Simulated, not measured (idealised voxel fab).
Process module under the name voxel capacitor over wiring
We display cut, a cross-section 295 nm in width whose square cells are each 5 nm.
The cross-sections in this document take the form of a grid made of square cells. They are written out as bands, in order from top to bottom. Each band consists of one or more rows of cells. Quick guide to a band line: top height, bottom height (nm) up front; then every material left to right with its width in nm. Only one material and it's marked "full width"? Then it fills the band edge to edge. And "empty" just means empty space. Note: height 0 marks the level under which the wafer is uniformly one material as received. Lowest band unbounded below, written "0 -> down". The width entry "30..40" should be interpreted row by row: the top row of cells in the band takes the first number, the bottom row takes the second number, and the change between adjacent rows is uniform throughout. "changes: none" -> step changed no cross-section cell. The entry "Unvented cavities" lists the empty spaces that cover at least 8 cells and have no open path to the top. Each is written as width x height at distance, where the distance is measured from the left edge and all three values are in nm. Past the settings on a step's line: simulator remark, on that step. You can add "overlay nm" to a step's line. For a step with a mask, it describes how far the mask lay to the right of its planned position, and a negative number describes a lay to the left.

### Here's what the planned process steps look like
1 RECEIVE,material Si
2 CONFORMAL_DEP,material SiO2,thk nm 10
3 CONFORMAL_DEP,material SiCN,thk nm 5
4 DIRECTIONAL_DEP,material SiO2,thk nm 25
5 PATTERN,tone open,mask id METAL_1,material resist,width nm 30,pitch nm 85,thk nm 20,overlay nm 0
6 DIRECTIONAL_ETCH,etch materials SiO2,depth nm 25
7 DIRECTIONAL_ETCH,etch materials SiCN,depth nm 5
8 STRIP,etch materials resist
9 CONFORMAL_DEP,material TiN,thk nm 5
10 FILL_DEP,material W,thk nm 5
11 CMP,height nm 40
12 CONFORMAL_DEP,material SiCN,thk nm 5
13 DIRECTIONAL_DEP,material SiO2,thk nm 10
14 PATTERN,tone open,mask id PLUG_1,material resist,width nm 15,thk nm 15,overlay nm 0
15 DIRECTIONAL_ETCH,etch materials SiO2,depth nm 10
16 DIRECTIONAL_ETCH,etch materials SiCN,depth nm 5
17 STRIP,etch materials resist
18 CONFORMAL_DEP,material TiN,thk nm 5
19 FILL_DEP,material W,thk nm 5
20 CMP,height nm 55
21 DIRECTIONAL_DEP,material TiN,thk nm 10
22 DIRECTIONAL_DEP,material Al2O3,thk nm 5
23 DIRECTIONAL_DEP,material TiN,thk nm 10
24 MASKED_ETCH,tone cover,mask id UPPER_PLATE,width nm 60,etch materials TiN,depth nm 10,overlay nm 0
25 MASKED_ETCH,tone cover,mask id UPPER_PLATE,width nm 50,etch materials Al2O3,depth nm 5,overlay nm 0
26 MASKED_ETCH,tone cover,mask id LOWER_PLATE,width nm 70,etch materials TiN,depth nm 10,overlay nm 0
27 FILL_DEP,material SiO2,thk nm 15
28 CMP,height nm 90
29 PATTERN,tone open,mask id PLUG_2,material resist,width nm 15,thk nm 15,overlay nm 0
30 DIRECTIONAL_ETCH,etch materials SiO2,depth nm 10
31 STRIP,etch materials resist
32 CONFORMAL_DEP,material TiN,thk nm 5
33 FILL_DEP,material Cu,thk nm 5
34 CMP,height nm 90
35 CONFORMAL_DEP,material SiN,thk nm 5
Same starting wafers, different width nm at step 25. Plan value belongs to the first wafer.

### Cross-section of the first incoming wafer of several, state after step 1
	0 -> down  Si full width
	Unvented cavities: none

### Quick key for the table: a row per wafer, taken at the end of the module. For each material it tells you how many cells the wafer gained (+) or lost (-) since it came in, and the closed voids come after
width nm 50, +12 Al2O3, +1 Cu, +103 SiCN, +59 SiN, +808 SiO2, +96 TiN, +42 W, Unvented cavities: none
width nm 55, +12 Al2O3, +1 Cu, +103 SiCN, +59 SiN, +808 SiO2, +96 TiN, +42 W, Unvented cavities: none
width nm 60, +12 Al2O3, +1 Cu, +103 SiCN, +59 SiN, +808 SiO2, +96 TiN, +42 W, Unvented cavities: none
width nm 65, +13 Al2O3, +1 Cu, +103 SiCN, +59 SiN, +807 SiO2, +96 TiN, +42 W, Unvented cavities: none
width nm 70, +14 Al2O3, +1 Cu, +103 SiCN, +59 SiN, +806 SiO2, +96 TiN, +42 W, Unvented cavities: none
width nm 75, +15 Al2O3, +1 Cu, +103 SiCN, +59 SiN, +803 SiO2, +98 TiN, +42 W, Unvented cavities: none
